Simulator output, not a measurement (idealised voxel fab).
The following is a process module called voxel self aligned vias.
The width of the displayed cross-section, cut, is 220 nm; its cells are square, with a size of 5 nm.
For the purposes of this document, a cross-section shall be understood as a grid of square cells, specified as bands listed in top-to-bottom order, each band consisting of one or more rows of cells. Band: top height; bottom height; in nm. Then, left to right: material with width in nm, for each material. "full width": a single material spanning edge to edge. "blank": empty space. The reference from which all heights are counted is 0, the level beneath which the as-received wafer is entirely one material; the lowest band, having no lower bound, proceeds downward and is written after the example "0 nm and below". Width "30..40": first value at the band's top row of cells, second value at its bottom row, equal change from row to row. Take "remains unaltered" at face value: in the step it is given for, the cross-section changed in none of its cells. "Enclosed empty spaces" lists enclosed empty spaces (at least 8 cells, no open path upward to the top), each as width x height at distance from the left edge, in nm. Step line, after settings: the simulator's comment on this step. If you see "overlay nm" on a step's line and that step has a mask, it's telling you how far right of where it was planned the mask ended up; a negative number means it went left instead.

**The steps planned for the process are as follows**
| 1 | RECEIVE [material Si] |
| 2 | CONFORMAL_DEP [material SiO2] [thk nm 10] |
| 3 | CONFORMAL_DEP [material SiCN] [thk nm 5] |
| 4 | DIRECTIONAL_DEP [material SiO2] [thk nm 25] |
| 5 | MASKED_ETCH [tone open] [mask id LINES] [width nm 30] [pitch nm 60] [etch materials SiO2] [depth nm 25] [overlay nm 0] |
| 6 | CONFORMAL_DEP [material TiN] [thk nm 5] |
| 7 | FILL_DEP [material W] [thk nm 10] |
| 8 | CMP [height nm 40] |
| 9 | SELECTIVE_ETCH [etch materials W Ru TiN] [depth nm 10] |
| 10 | FILL_DEP [material SiN] [thk nm 5] |
| 11 | CMP [height nm 40] |
| 12 | DIRECTIONAL_DEP [material SiO2] [thk nm 20] |
| 13 | DIRECTIONAL_DEP [material aC] [thk nm 15] |
| 14 | PATTERN [tone open] [mask id VIAS] [material resist] [width nm 40] [pitch nm 120] [thk nm 30] [overlay nm 0] |
| 15 | DIRECTIONAL_ETCH [etch materials aC] [depth nm 15] |
| 16 | STRIP [etch materials resist] |
| 17 | DIRECTIONAL_ETCH [etch materials SiO2] [depth nm 20] |
| 18 | DIRECTIONAL_ETCH [etch materials SiN] [depth nm 10] |
| 19 | STRIP [etch materials aC] |
| 20 | CONFORMAL_DEP [material TiN] [thk nm 5] |
| 21 | FILL_DEP [material Cu] [thk nm 5] |
| 22 | CMP [height nm 60] |
| 23 | CONFORMAL_DEP [material SiN] [thk nm 5] |

**Of two wafers, the first: run according to plan**

**As-received wafer cross-section (after step 1)**
* 0 nm and below | Si full width
* Enclosed empty spaces: none

**Cross-section of the wafer after step 2**
* 10 nm to 0 nm | SiO2 full width
* Everything below 0 is unchanged.

**Cross-section of the wafer after step 3**
* 15 nm to 10 nm | SiCN full width
* Everything below 10 is unchanged.

**Cross-section of the wafer after step 4**
* 40 nm to 15 nm | SiO2 full width
* Everything below 15 is unchanged.

**Cross-section of the wafer after step 5**
* 40 nm to 15 nm | 35 SiO2 | 30 blank | 30 SiO2 | 30 blank | 30 SiO2 | 30 blank | 35 SiO2
* Everything below 15 is unchanged.

**Cross-section of the wafer after step 6**
* 45 nm to 40 nm | 40 TiN | 20 blank | 40 TiN | 20 blank | 40 TiN | 20 blank | 40 TiN
* 40 nm to 20 nm | 35 SiO2 | 5 TiN | 20 blank | 5 TiN | 30 SiO2 | 5 TiN | 20 blank | 5 TiN | 30 SiO2 | 5 TiN | 20 blank | 5 TiN | 35 SiO2
* 20 nm to 15 nm | 35 SiO2 | 30 TiN | 30 SiO2 | 30 TiN | 30 SiO2 | 30 TiN | 35 SiO2
* Everything below 15 is unchanged.

**Cross-section of the wafer after step 7**
* 55 nm to 45 nm | W full width
* 45 nm to 40 nm | 40 TiN | 20 W | 40 TiN | 20 W | 40 TiN | 20 W | 40 TiN
* 40 nm to 20 nm | 35 SiO2 | 5 TiN | 20 W | 5 TiN | 30 SiO2 | 5 TiN | 20 W | 5 TiN | 30 SiO2 | 5 TiN | 20 W | 5 TiN | 35 SiO2
* Everything below 20 is unchanged.

**Cross-section of the wafer after step 8**
* 40 nm to 20 nm | 35 SiO2 | 5 TiN | 20 W | 5 TiN | 30 SiO2 | 5 TiN | 20 W | 5 TiN | 30 SiO2 | 5 TiN | 20 W | 5 TiN | 35 SiO2
* Everything below 20 is unchanged.

**Cross-section of the wafer after step 9**
* 40 nm to 30 nm | 35 SiO2 | 30 blank | 30 SiO2 | 30 blank | 30 SiO2 | 30 blank | 35 SiO2
* Everything below 30 is unchanged.

**Cross-section of the wafer after step 10**
* 45 nm to 40 nm | SiN full width
* 40 nm to 30 nm | 35 SiO2 | 30 SiN | 30 SiO2 | 30 SiN | 30 SiO2 | 30 SiN | 35 SiO2
* Everything below 30 is unchanged.

**Cross-section of the wafer after step 11**
* 40 nm to 30 nm | 35 SiO2 | 30 SiN | 30 SiO2 | 30 SiN | 30 SiO2 | 30 SiN | 35 SiO2
* Everything below 30 is unchanged.

**Cross-section of the wafer after step 12**
* 60 nm to 40 nm | SiO2 full width
* Everything below 40 is unchanged.

**Cross-section of the wafer after step 13**
* 75 nm to 60 nm | aC full width
* Everything below 60 is unchanged.

**Cross-section of the wafer after step 14**
* 105 nm to 75 nm | 30 resist | 40 blank | 80 resist | 40 blank | 30 resist
* Everything below 75 is unchanged.

**Cross-section of the wafer after step 15**
* 90 nm to 75 nm | 30 resist | 40 blank | 80 resist | 40 blank | 30 resist
* 75 nm to 60 nm | 30 aC | 40 blank | 80 aC | 40 blank | 30 aC
* Everything below 60 is unchanged.

**Cross-section of the wafer after step 16**
* 75 nm to 60 nm | 30 aC | 40 blank | 80 aC | 40 blank | 30 aC
* Everything below 60 is unchanged.

**Cross-section of the wafer after step 17**
* 75 nm to 60 nm | 30 aC | 40 blank | 80 aC | 40 blank | 30 aC
* 60 nm to 40 nm | 30 SiO2 | 40 blank | 80 SiO2 | 40 blank | 30 SiO2
* Everything below 40 is unchanged.

**Cross-section of the wafer after step 18**
* 75 nm to 60 nm | 30 aC | 40 blank | 80 aC | 40 blank | 30 aC
* 60 nm to 40 nm | 30 SiO2 | 40 blank | 80 SiO2 | 40 blank | 30 SiO2
* 40 nm to 30 nm | 35 SiO2 | 30 blank | 30 SiO2 | 30 SiN | 30 SiO2 | 30 blank | 35 SiO2
* Everything below 30 is unchanged.

**Cross-section of the wafer after step 19**
* 60 nm to 40 nm | 30 SiO2 | 40 blank | 80 SiO2 | 40 blank | 30 SiO2
* Everything below 40 is unchanged.

**Cross-section of the wafer after step 20**
* 65 nm to 60 nm | 35 TiN | 30 blank | 90 TiN | 30 blank | 35 TiN
* 60 nm to 45 nm | 30 SiO2 | 5 TiN | 30 blank | 5 TiN | 80 SiO2 | 5 TiN | 30 blank | 5 TiN | 30 SiO2
* 45 nm to 40 nm | 30 SiO2 | 10 TiN | 20 blank | 10 TiN | 80 SiO2 | 10 TiN | 20 blank | 10 TiN | 30 SiO2
* 40 nm to 35 nm | 35 SiO2 | 5 TiN | 20 blank | 5 TiN | 30 SiO2 | 30 SiN | 30 SiO2 | 5 TiN | 20 blank | 5 TiN | 35 SiO2
* 35 nm to 30 nm | 35 SiO2 | 30 TiN | 30 SiO2 | 30 SiN | 30 SiO2 | 30 TiN | 35 SiO2
* Everything below 30 is unchanged.

**Cross-section of the wafer after step 21**
* 70 nm to 65 nm | Cu full width
* 65 nm to 60 nm | 35 TiN | 30 Cu | 90 TiN | 30 Cu | 35 TiN
* 60 nm to 45 nm | 30 SiO2 | 5 TiN | 30 Cu | 5 TiN | 80 SiO2 | 5 TiN | 30 Cu | 5 TiN | 30 SiO2
* 45 nm to 40 nm | 30 SiO2 | 10 TiN | 20 Cu | 10 TiN | 80 SiO2 | 10 TiN | 20 Cu | 10 TiN | 30 SiO2
* 40 nm to 35 nm | 35 SiO2 | 5 TiN | 20 Cu | 5 TiN | 30 SiO2 | 30 SiN | 30 SiO2 | 5 TiN | 20 Cu | 5 TiN | 35 SiO2
* Everything below 35 is unchanged.

**Cross-section of the wafer after step 22**
* 60 nm to 45 nm | 30 SiO2 | 5 TiN | 30 Cu | 5 TiN | 80 SiO2 | 5 TiN | 30 Cu | 5 TiN | 30 SiO2
* Everything below 45 is unchanged.

**Cross-section of the wafer after step 23**
* 65 nm to 60 nm | SiN full width
* Everything below 60 is unchanged.

**Second of two: same start, same plan, one run error; steps up to and including 2 match the first**

Look at the second wafer in cross-section at the time step 3 ought to have finished: remains unaltered

**Look at the second wafer in cross-section at the time step 4 ought to have finished**
* 35 nm to 0 nm | SiO2 full width
* Everything below 0 is unchanged.

**Look at the second wafer in cross-section at the time step 5 ought to have finished**
* 35 nm to 10 nm | 35 SiO2 | 30 blank | 30 SiO2 | 30 blank | 30 SiO2 | 30 blank | 35 SiO2
* Everything below 10 is unchanged.

**Look at the second wafer in cross-section at the time step 6 ought to have finished**
* 40 nm to 35 nm | 40 TiN | 20 blank | 40 TiN | 20 blank | 40 TiN | 20 blank | 40 TiN
* 35 nm to 15 nm | 35 SiO2 | 5 TiN | 20 blank | 5 TiN | 30 SiO2 | 5 TiN | 20 blank | 5 TiN | 30 SiO2 | 5 TiN | 20 blank | 5 TiN | 35 SiO2
* 15 nm to 10 nm | 35 SiO2 | 30 TiN | 30 SiO2 | 30 TiN | 30 SiO2 | 30 TiN | 35 SiO2
* Everything below 10 is unchanged.

**Look at the second wafer in cross-section at the time step 7 ought to have finished**
* 50 nm to 40 nm | W full width
* 40 nm to 35 nm | 40 TiN | 20 W | 40 TiN | 20 W | 40 TiN | 20 W | 40 TiN
* 35 nm to 15 nm | 35 SiO2 | 5 TiN | 20 W | 5 TiN | 30 SiO2 | 5 TiN | 20 W | 5 TiN | 30 SiO2 | 5 TiN | 20 W | 5 TiN | 35 SiO2
* Everything below 15 is unchanged.

**Look at the second wafer in cross-section at the time step 8 ought to have finished**
* 40 nm to 35 nm | 40 TiN | 20 W | 40 TiN | 20 W | 40 TiN | 20 W | 40 TiN
* Everything below 35 is unchanged.

**Look at the second wafer in cross-section at the time step 9 ought to have finished**
* 35 nm to 30 nm | 35 SiO2 | 30 blank | 30 SiO2 | 30 blank | 30 SiO2 | 30 blank | 35 SiO2
* Everything below 30 is unchanged.

**Look at the second wafer in cross-section at the time step 10 ought to have finished**
* 40 nm to 35 nm | SiN full width
* 35 nm to 30 nm | 35 SiO2 | 30 SiN | 30 SiO2 | 30 SiN | 30 SiO2 | 30 SiN | 35 SiO2
* Everything below 30 is unchanged.

Look at the second wafer in cross-section at the time step 11 ought to have finished: remains unaltered

**Look at the second wafer in cross-section at the time step 12 ought to have finished**
* 60 nm to 40 nm | SiO2 full width
* Everything below 40 is unchanged.

**Look at the second wafer in cross-section at the time step 13 ought to have finished**
* 75 nm to 60 nm | aC full width
* Everything below 60 is unchanged.

**Look at the second wafer in cross-section at the time step 14 ought to have finished**
* 105 nm to 75 nm | 30 resist | 40 blank | 80 resist | 40 blank | 30 resist
* Everything below 75 is unchanged.

**Look at the second wafer in cross-section at the time step 15 ought to have finished**
* 90 nm to 75 nm | 30 resist | 40 blank | 80 resist | 40 blank | 30 resist
* 75 nm to 60 nm | 30 aC | 40 blank | 80 aC | 40 blank | 30 aC
* Everything below 60 is unchanged.

**Look at the second wafer in cross-section at the time step 16 ought to have finished**
* 75 nm to 60 nm | 30 aC | 40 blank | 80 aC | 40 blank | 30 aC
* Everything below 60 is unchanged.

**Look at the second wafer in cross-section at the time step 17 ought to have finished**
* 75 nm to 60 nm | 30 aC | 40 blank | 80 aC | 40 blank | 30 aC
* 60 nm to 40 nm | 30 SiO2 | 40 blank | 80 SiO2 | 40 blank | 30 SiO2
* Everything below 40 is unchanged.

**Look at the second wafer in cross-section at the time step 18 ought to have finished**
* 75 nm to 60 nm | 30 aC | 40 blank | 80 aC | 40 blank | 30 aC
* 60 nm to 40 nm | 30 SiO2 | 40 blank | 80 SiO2 | 40 blank | 30 SiO2
* 40 nm to 35 nm | 30 SiN | 40 blank | 80 SiN | 40 blank | 30 SiN
* 35 nm to 30 nm | 35 SiO2 | 30 blank | 30 SiO2 | 30 SiN | 30 SiO2 | 30 blank | 35 SiO2
* Everything below 30 is unchanged.

**Look at the second wafer in cross-section at the time step 19 ought to have finished**
* 60 nm to 40 nm | 30 SiO2 | 40 blank | 80 SiO2 | 40 blank | 30 SiO2
* Everything below 40 is unchanged.

**Look at the second wafer in cross-section at the time step 20 ought to have finished**
* 65 nm to 60 nm | 35 TiN | 30 blank | 90 TiN | 30 blank | 35 TiN
* 60 nm to 40 nm | 30 SiO2 | 5 TiN | 30 blank | 5 TiN | 80 SiO2 | 5 TiN | 30 blank | 5 TiN | 30 SiO2
* 40 nm to 35 nm | 30 SiN | 10 TiN | 20 blank | 10 TiN | 80 SiN | 10 TiN | 20 blank | 10 TiN | 30 SiN
* 35 nm to 30 nm | 35 SiO2 | 30 TiN | 30 SiO2 | 30 SiN | 30 SiO2 | 30 TiN | 35 SiO2
* Everything below 30 is unchanged.

**Look at the second wafer in cross-section at the time step 21 ought to have finished**
* 70 nm to 65 nm | Cu full width
* 65 nm to 60 nm | 35 TiN | 30 Cu | 90 TiN | 30 Cu | 35 TiN
* 60 nm to 40 nm | 30 SiO2 | 5 TiN | 30 Cu | 5 TiN | 80 SiO2 | 5 TiN | 30 Cu | 5 TiN | 30 SiO2
* 40 nm to 35 nm | 30 SiN | 10 TiN | 20 Cu | 10 TiN | 80 SiN | 10 TiN | 20 Cu | 10 TiN | 30 SiN
* Everything below 35 is unchanged.

**Look at the second wafer in cross-section at the time step 22 ought to have finished**
* 60 nm to 40 nm | 30 SiO2 | 5 TiN | 30 Cu | 5 TiN | 80 SiO2 | 5 TiN | 30 Cu | 5 TiN | 30 SiO2
* Everything below 40 is unchanged.

**Look at the second wafer in cross-section at the time step 23 ought to have finished**
* 65 nm to 60 nm | SiN full width
* Everything below 60 is unchanged.
In executing the process, a mistake was made relative to the plan: plan step 3: skipped, not run
Final comparison by cell count, materials where the second wafer has more or fewer than the first: 4 more of Cu; 44 fewer of SiCN; 22 more of SiN; 6 more of TiN; 12 more of W
